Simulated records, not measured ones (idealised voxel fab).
Module name: voxel gate over fins (process module)
Displayed cross-section: cut, width of 220 nm, square cells sized 5 nm.
Think of the cross-section as a grid of square cells. We describe it in bands, top to bottom, and each band covers one or more rows of those cells. Top height, bottom height, nm. Materials left to right, width each, nm. Single material + "full width" = fills band edge to edge. "empty" = empty. Below 0: as-received wafer, all one material; heights counted from there. Lowest band: no bottom, goes on down, written "0 down". You'd read "30..40" like this: the band's top row of cells is as wide as the first number, its bottom row is as wide as the second, and going down, every row changes width by the same amount as the row before did. Step marked "all unchanged"? Then no cell in the cross-section changed in it. "Catalogued sealed voids" means: voids of 8 cells or more that are shut off from the top with no open way through. Written width x height at distance, distance from the left edge, in nm. Past the settings on a step's line: simulator remark, on that step. On any step carrying a mask, the "overlay nm" setting, if present on the step's line, tells how far right of its planned place the mask lay; negative values point to the left.

HERE'S WHAT THE PLANNED PROCESS STEPS LOOK LIKE
- 1: RECEIVE,material Si
- 2: CONFORMAL_DEP,material SiN,thk nm 5
- 3: MASKED_ETCH,tone cover,mask id FINS,width nm 15,pitch nm 50,etch materials SiN,depth nm 5,overlay nm 0
- 4: MASKED_ETCH,tone cover,mask id FINS,width nm 15,pitch nm 50,etch materials Si,depth nm 40,overlay nm 0
- 5: FILL_DEP,material SiO2,thk nm 5
- 6: CMP,height nm 5
- 7: PATTERN,tone open,mask id RAIL,material resist,width nm 15,thk nm 15,overlay nm 0
- 8: DIRECTIONAL_ETCH,etch materials SiO2,depth nm 40
- 9: STRIP,etch materials resist
- 10: CONFORMAL_DEP,material TiN,thk nm 5
- 11: FILL_DEP,material Ru,thk nm 10
- 12: CMP,height nm 5
- 13: SELECTIVE_ETCH,etch materials W Ru TiN,depth nm 30
- 14: FILL_DEP,material SiO2,thk nm 5
- 15: CMP,height nm 5
- 16: SELECTIVE_ETCH,etch materials SiO2,depth nm 20
- 17: STRIP,etch materials SiN
- 18: CONFORMAL_DEP,material HfO2,thk nm 5
- 19: CONFORMAL_DEP,material TiN,thk nm 5
- 20: CONFORMAL_DEP,material TiAl,thk nm 5
- 21: CONFORMAL_DEP,material TiN,thk nm 5
- 22: FILL_DEP,material W,thk nm 15
- 23: CMP,height nm 30
- 24: CONFORMAL_DEP,material SiN,thk nm 5

AS RECEIVED, AFTER STEP 1
	0 down | Si full width
	Catalogued sealed voids: none

STARTING WAFER: ABOVE. PLAN: ABOVE. RUN: ONE MISTAKE. CROSS-SECTION AFTER THE MODULE: BELOW
	35 to 30 | SiN full width
	30 to 15 | W full width
	15 to 10 | W (35) / TiN (45) / W (5) / TiN (45) / W (5) / TiN (45) / W (40)
	10 to 5 | W (35) / TiN (5) / TiAl (35) / TiN (5) / W (5) / TiN (5) / TiAl (35) / TiN (5) / W (5) / TiN (5) / TiAl (35) / TiN (5) / W (40)
	5 to 0 | W (35) / TiN (5) / TiAl (5) / HfO2 (25) / TiAl (5) / TiN (5) / W (5) / TiN (5) / TiAl (5) / HfO2 (25) / TiAl (5) / TiN (5) / W (5) / TiN (5) / TiAl (5) / HfO2 (25) / TiAl (5) / TiN (5) / W (40)
	0 to -5 | TiN (40) / TiAl (5) / HfO2 (5) / Si (15) / HfO2 (5) / TiAl (5) / TiN (15) / TiAl (5) / HfO2 (5) / Si (15) / HfO2 (5) / TiAl (5) / TiN (15) / TiAl (5) / HfO2 (5) / Si (15) / HfO2 (5) / TiAl (5) / TiN (45)
	-5 to -10 | TiAl (45) / HfO2 (5) / Si (15) / HfO2 (5) / TiAl (25) / HfO2 (5) / Si (15) / HfO2 (5) / TiAl (25) / HfO2 (5) / Si (15) / HfO2 (5) / TiAl (50)
	-10 to -15 | HfO2 (50) / Si (15) / HfO2 (35) / Si (15) / HfO2 (35) / Si (15) / HfO2 (55)
	-15 to -25 | SiO2 (50) / Si (15) / SiO2 (35) / Si (15) / SiO2 (35) / Si (15) / SiO2 (55)
	-25 to -30 | SiO2 (50) / Si (15) / SiO2 (10) / TiN (5) / Ru (5) / TiN (5) / SiO2 (10) / Si (15) / SiO2 (35) / Si (15) / SiO2 (55)
	-30 to -35 | SiO2 (50) / Si (15) / SiO2 (10) / TiN (15) / SiO2 (10) / Si (15) / SiO2 (35) / Si (15) / SiO2 (55)
	-35 to -40 | SiO2 (50) / Si (15) / SiO2 (35) / Si (15) / SiO2 (35) / Si (15) / SiO2 (55)
	-40 down | Si full width
	Catalogued sealed voids: none
Heads up, the wafer didn't run the way we planned it: step 19 of the plan did not run at all; it was left out
